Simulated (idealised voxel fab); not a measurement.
process module | voxel self aligned vias
cross-section cut | 145 nm wide | cells 5 nm
A cross-section is a grid of square cells, given in bands from the top down. A band is one or more rows of cells.
Each band's line starts with the height of the band's top and of its bottom, in nm. Then come its materials from left to right, each with its width in nm. One material with "throughout" fills the band from edge to edge. "air" is empty space.
Height 0 is the level under which the wafer as received is all one material. The lowest band goes on downwards, as in "0 down".
A width such as "30 to 40" changes by the same amount from each row of cells to the next, from the band's top row to its bottom row.
"no change" after a step means that no cell of the cross-section changed.
closed voids: empty space of 8 cells or more with no open way to the top, each as width x height at its distance from the left edge, in nm
after a step's settings: what the simulator itself notes on the step
overlay nm, on a step with a mask: how far to the right of its planned place the mask lay; to the left if negative
plan
1 op RECEIVE | material Si
2 op CONFORMAL_DEP | material SiO2 | thk nm 15
3 op CONFORMAL_DEP | material SiCN | thk nm 5
4 op DIRECTIONAL_DEP | material SiO2 | thk nm 20
5 op DIRECTIONAL_DEP | material aC | thk nm 15
6 op PATTERN | tone open | mask id LINES | material resist | width nm 25 | pitch nm 65 | thk nm 35 | overlay nm 0
7 op DIRECTIONAL_ETCH | etch materials aC | depth nm 15
8 op STRIP | etch materials resist
9 op DIRECTIONAL_ETCH | etch materials SiO2 | depth nm 20
10 op STRIP | etch materials aC
11 op CONFORMAL_DEP | material TiN | thk nm 5
12 op FILL_DEP | material Ru | thk nm 5
13 op CMP | height nm 40
14 op SELECTIVE_ETCH | etch materials W Ru TiN | depth nm 5
15 op FILL_DEP | material SiN | thk nm 5
16 op CMP | height nm 40
17 op DIRECTIONAL_DEP | material SiO2 | thk nm 20
18 op DIRECTIONAL_DEP | material aC | thk nm 10
19 op PATTERN | tone open | mask id VIAS | material resist | width nm 45 | thk nm 25 | overlay nm 0
20 op DIRECTIONAL_ETCH | etch materials aC | depth nm 10
21 op STRIP | etch materials resist
22 op DIRECTIONAL_ETCH | etch materials SiO2 | depth nm 20
23 op DIRECTIONAL_ETCH | etch materials SiN | depth nm 5
24 op STRIP | etch materials aC
25 op CONFORMAL_DEP | material TiN | thk nm 5
26 op FILL_DEP | material W | thk nm 10
27 op CMP | height nm 60
28 op CONFORMAL_DEP | material SiN | thk nm 5
first wafer, as planned
as received, after step 1
  0 down: Si throughout
  closed voids: none
after step 2
  15 to 0: SiO2 throughout
  below 0: unchanged
after step 3
  20 to 15: SiCN throughout
  below 15: unchanged
after step 4
  40 to 20: SiO2 throughout
  below 20: unchanged
after step 5
  55 to 40: aC throughout
  below 40: unchanged
after step 6
  90 to 55: resist 25 | air 25 | resist 40 | air 25 | resist 30
  below 55: unchanged
after step 7
  75 to 55: resist 25 | air 25 | resist 40 | air 25 | resist 30
  55 to 40: aC 25 | air 25 | aC 40 | air 25 | aC 30
  below 40: unchanged
after step 8
  55 to 40: aC 25 | air 25 | aC 40 | air 25 | aC 30
  below 40: unchanged
after step 9
  55 to 40: aC 25 | air 25 | aC 40 | air 25 | aC 30
  40 to 20: SiO2 25 | air 25 | SiO2 40 | air 25 | SiO2 30
  below 20: unchanged
after step 10
  40 to 20: SiO2 25 | air 25 | SiO2 40 | air 25 | SiO2 30
  below 20: unchanged
after step 11
  45 to 40: TiN 30 | air 15 | TiN 50 | air 15 | TiN 35
  40 to 25: SiO2 25 | TiN 5 | air 15 | TiN 5 | SiO2 40 | TiN 5 | air 15 | TiN 5 | SiO2 30
  25 to 20: SiO2 25 | TiN 25 | SiO2 40 | TiN 25 | SiO2 30
  below 20: unchanged
after step 12
  50 to 45: Ru throughout
  45 to 40: TiN 30 | Ru 15 | TiN 50 | Ru 15 | TiN 35
  40 to 25: SiO2 25 | TiN 5 | Ru 15 | TiN 5 | SiO2 40 | TiN 5 | Ru 15 | TiN 5 | SiO2 30
  below 25: unchanged
after step 13
  40 to 25: SiO2 25 | TiN 5 | Ru 15 | TiN 5 | SiO2 40 | TiN 5 | Ru 15 | TiN 5 | SiO2 30
  below 25: unchanged
after step 14
  40 to 35: SiO2 25 | air 25 | SiO2 40 | air 25 | SiO2 30
  below 35: unchanged
after step 15
  45 to 40: SiN throughout
  40 to 35: SiO2 25 | SiN 25 | SiO2 40 | SiN 25 | SiO2 30
  below 35: unchanged
after step 16
  40 to 35: SiO2 25 | SiN 25 | SiO2 40 | SiN 25 | SiO2 30
  below 35: unchanged
after step 17
  60 to 40: SiO2 throughout
  below 40: unchanged
after step 18
  70 to 60: aC throughout
  below 60: unchanged
after step 19
  95 to 70: resist 15 | air 45 | resist 85
  below 70: unchanged
after step 20
  85 to 70: resist 15 | air 45 | resist 85
  70 to 60: aC 15 | air 45 | aC 85
  below 60: unchanged
after step 21
  70 to 60: aC 15 | air 45 | aC 85
  below 60: unchanged
after step 22
  70 to 60: aC 15 | air 45 | aC 85
  60 to 40: SiO2 15 | air 45 | SiO2 85
  below 40: unchanged
after step 23
  70 to 60: aC 15 | air 45 | aC 85
  60 to 40: SiO2 15 | air 45 | SiO2 85
  40 to 35: SiO2 25 | air 25 | SiO2 40 | SiN 25 | SiO2 30
  below 35: unchanged
after step 24
  60 to 40: SiO2 15 | air 45 | SiO2 85
  below 40: unchanged
after step 25
  65 to 60: TiN 20 | air 35 | TiN 90
  60 to 45: SiO2 15 | TiN 5 | air 35 | TiN 5 | SiO2 85
  45 to 40: SiO2 15 | TiN 15 | air 15 | TiN 15 | SiO2 85
  40 to 35: SiO2 25 | TiN 25 | SiO2 40 | SiN 25 | SiO2 30
  below 35: unchanged
after step 26
  75 to 65: W throughout
  65 to 60: TiN 20 | W 35 | TiN 90
  60 to 45: SiO2 15 | TiN 5 | W 35 | TiN 5 | SiO2 85
  45 to 40: SiO2 15 | TiN 15 | W 15 | TiN 15 | SiO2 85
  below 40: unchanged
after step 27
  60 to 45: SiO2 15 | TiN 5 | W 35 | TiN 5 | SiO2 85
  below 45: unchanged
after step 28
  65 to 60: SiN throughout
  below 60: unchanged
second wafer: like start, like plan, one mistake. Through step 18 it matches the first wafer
when step 19 should have ended
  95 to 70: air 15 | resist 45 | air 85
  below 70: unchanged
when step 20 should have ended
  85 to 70: air 15 | resist 45 | air 85
  70 to 60: air 15 | aC 45 | air 85
  below 60: unchanged
when step 21 should have ended
  70 to 60: air 15 | aC 45 | air 85
  below 60: unchanged
when step 22 should have ended
  70 to 60: air 15 | aC 45 | air 85
  60 to 40: air 15 | SiO2 45 | air 85
  below 40: unchanged
when step 23 should have ended
  70 to 60: air 15 | aC 45 | air 85
  60 to 40: air 15 | SiO2 45 | air 85
  40 to 35: SiO2 25 | SiN 25 | SiO2 40 | air 25 | SiO2 30
  below 35: unchanged
when step 24 should have ended
  60 to 40: air 15 | SiO2 45 | air 85
  below 40: unchanged
when step 25 should have ended
  65 to 60: air 10 | TiN 55 | air 80
  60 to 45: air 10 | TiN 5 | SiO2 45 | TiN 5 | air 80
  45 to 40: TiN 15 | SiO2 45 | TiN 35 | air 15 | TiN 35
  40 to 35: SiO2 25 | SiN 25 | SiO2 40 | TiN 25 | SiO2 30
  below 35: unchanged
when step 26 should have ended
  75 to 65: W throughout
  65 to 60: W 10 | TiN 55 | W 80
  60 to 45: W 10 | TiN 5 | SiO2 45 | TiN 5 | W 80
  45 to 40: TiN 15 | SiO2 45 | TiN 35 | W 15 | TiN 35
  below 40: unchanged
when step 27 should have ended
  60 to 45: W 10 | TiN 5 | SiO2 45 | TiN 5 | W 80
  below 45: unchanged
when step 28 should have ended
  65 to 60: SiN throughout
  below 60: unchanged
what went wrong: step 19 ran as: op PATTERN | tone cover | mask id VIAS | material resist | width nm 45 | thk nm 25 | overlay nm 0
at the end the second wafer has, in cells: 44 fewer of SiO2 | 11 more of TiN | 33 more of W
